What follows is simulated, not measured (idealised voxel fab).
Process module name: voxel ribs on slabs
Square cells of 5 nm make up the cross-section cut, whose width is 230 nm.
In what follows, cross-sections appear as grids of square cells, described through bands that run from the top down, where every band is one or more rows of cells. Top height, bottom height, nm. Materials left to right, width each, nm. Single material + "throughout" = fills band edge to edge. "blank" = empty. Beneath 0, the wafer as received is one material, and that level is where height counting begins. The lowest band goes on downward without a bottom; it is written like "0 down". With a width like "30 to 40", each row of cells in the band differs from the next by the same amount, the top row carrying the first number and the bottom row the second. The designation "remains unaltered", where it is given for a processing step, indicates that no cell of the cross-section was altered in the course of that step. Closed empty spaces (no open way to the top) of 8 cells or more are what "Closed-off voids" lists, each as width x height at distance from the left edge, nm for all three. Heads up: the bit after the settings on a step's line is the simulator's remark on that step. overlay nm: right-of-plan distance of the mask on a masked step; negative values mean left-of-plan.
-- Planned process steps
1: RECEIVE: material Si
2: DIRECTIONAL_DEP: material SiO2, thk nm 30
3: DIRECTIONAL_DEP: material SiN, thk nm 25
4: DIRECTIONAL_DEP: material aC, thk nm 10
5: PATTERN: tone cover, mask id RIB, material resist, width nm 25, thk nm 25, overlay nm 0
6: DIRECTIONAL_ETCH: etch materials aC, depth nm 10
7: STRIP: etch materials resist
8: DIRECTIONAL_ETCH: etch materials SiN, depth nm 10
9: STRIP: etch materials aC
10: DIRECTIONAL_DEP: material aC, thk nm 15
11: PATTERN: tone cover, mask id SLAB, material resist, width nm 85, thk nm 30, overlay nm 0
12: DIRECTIONAL_ETCH: etch materials aC, depth nm 15
13: STRIP: etch materials resist
14: DIRECTIONAL_ETCH: etch materials SiN, depth nm 15
15: STRIP: etch materials aC
16: FILL_DEP: material SiO2, thk nm 15
17: CMP: height nm 65
18: DIRECTIONAL_DEP: material TiN, thk nm 5
19: PATTERN: tone cover, mask id HEATER, material resist, width nm 35, thk nm 20, overlay nm 0
20: DIRECTIONAL_ETCH: etch materials TiN, depth nm 5
21: STRIP: etch materials resist
22: CONFORMAL_DEP: material SiN, thk nm 10
-- as received, after step 1
* 0 down: Si throughout
* Closed-off voids: none
-- The first of two wafers, cross-sectioned at the end of the module, with the run proceeding as planned
* 80 to 75: blank=85 | SiN=55 | blank=90
* 75 to 70: SiN throughout
* 70 to 65: SiN=95 | TiN=35 | SiN=100
* 65 to 55: SiO2 throughout
* 55 to 45: SiO2=100 | SiN=25 | SiO2=105
* 45 to 30: SiO2=70 | SiN=85 | SiO2=75
* 30 to 0: SiO2 throughout
* 0 down: Si throughout
* Closed-off voids: none
-- Cross-section of the latter of the two wafers at module completion. It had an identical start and an identical plan to the former; in running it, one mistake was made
* 70 to 65: blank=95 | TiN=35 | blank=100
* 65 to 55: SiO2 throughout
* 55 to 45: SiO2=100 | SiN=25 | SiO2=105
* 45 to 30: SiO2=70 | SiN=85 | SiO2=75
* 30 to 0: SiO2 throughout
* 0 down: Si throughout
* Closed-off voids: none
Here's what went sideways: not run: step 22 of the plan (skipped)
Heads up, by the end the second wafer has more or fewer cells of some materials compared to the first: SiN: 96 fewer
